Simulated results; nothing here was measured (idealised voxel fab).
Presented below is a process module, voxel trench capacitor.
In the cross-section labelled cut, the width is 285 nm and each square cell is 5 nm.
Cross-section layout: square cells on a grid; listed as bands, top to bottom; a band spans one or more cell rows. A band entry consists of two parts. The first gives the height of the band's top and the height of its bottom, in nm. The rest lists the band's materials from left to right, each with its width in nm. A single material labelled with the word "all across" fills the band from edge to edge, and the word "blank" marks empty space. Basically, 0 is our baseline, since under it the wafer straight out of the box is all one material. The bottom band has no lower end and keeps on going down, so it looks like "z 0 and below". The expression "30..40" gives the width at the extremes of the band, the first number at its top row of cells and the second at its bottom row, with the width changing by equal amounts from each row to the next in between. Where the words "no alteration" appear for a step, the cross-section shows no cell changed by that step; every cell remained as before. You'll see "Closed void catalog" listing empty spaces that have no way open to the top, as long as they're 8 cells or more; the notation is width x height at distance, where the distance is from the left edge, and all of it is in nm. On a step's line, text after the settings is the simulator commenting on that step. Steps that use a mask can have "overlay nm" on their line. It says how far the mask sat to the right of where it was meant to be. Negative means to the left.

Process steps (planned):
1. RECEIVE [material Si]
2. CONFORMAL_DEP [material SiN] [thk nm 10]
3. PATTERN [tone open] [mask id TRENCH] [material resist] [width nm 25] [pitch nm 55] [thk nm 20] [overlay nm 0]
4. DIRECTIONAL_ETCH [etch materials SiN] [depth nm 10]
5. DIRECTIONAL_ETCH [etch materials Si] [depth nm 40]
6. STRIP [etch materials resist]
7. CONFORMAL_DEP [material HfO2] [thk nm 5]
8. CONFORMAL_DEP [material TiN] [thk nm 5]
9. FILL_DEP [material W] [thk nm 10]
10. CMP [height nm 10]

Cross-sectional view of the wafer in its as-received condition, corresponding to the state after step 1:
  z 0 and below: Si all across
  Closed void catalog: none

The first of the two wafers as seen in cross-section once the module was finished; processing followed the plan:
  z 10 to 0: SiN 100 nm  HfO2 5 nm  TiN 5 nm  W 5 nm  TiN 5 nm  HfO2 5 nm  SiN 30 nm  HfO2 5 nm  TiN 5 nm  W 5 nm  TiN 5 nm  HfO2 5 nm  SiN 105 nm
  z 0 to -30: Si 100 nm  HfO2 5 nm  TiN 5 nm  W 5 nm  TiN 5 nm  HfO2 5 nm  Si 30 nm  HfO2 5 nm  TiN 5 nm  W 5 nm  TiN 5 nm  HfO2 5 nm  Si 105 nm
  z -30 to -35: Si 100 nm  HfO2 5 nm  TiN 15 nm  HfO2 5 nm  Si 30 nm  HfO2 5 nm  TiN 15 nm  HfO2 5 nm  Si 105 nm
  z -35 to -40: Si 100 nm  HfO2 25 nm  Si 30 nm  HfO2 25 nm  Si 105 nm
  z -40 and below: Si all across
  Closed void catalog: none

Wafer two, sectioned after the module: the first wafer's start, the first wafer's plan, and one mistake in how it was run:
  z 10 to 0: SiN 100 nm  TiN 5 nm  W 15 nm  TiN 5 nm  SiN 30 nm  TiN 5 nm  W 15 nm  TiN 5 nm  SiN 105 nm
  z 0 to -35: Si 100 nm  TiN 5 nm  W 15 nm  TiN 5 nm  Si 30 nm  TiN 5 nm  W 15 nm  TiN 5 nm  Si 105 nm
  z -35 to -40: Si 100 nm  TiN 25 nm  Si 30 nm  TiN 25 nm  Si 105 nm
  z -40 and below: Si all across
  Closed void catalog: none
Error vs. plan: yeah, step 7 of the plan got skipped, never ran
at the end the second wafer has, in cells: -46 HfO2, +8 TiN, +38 W
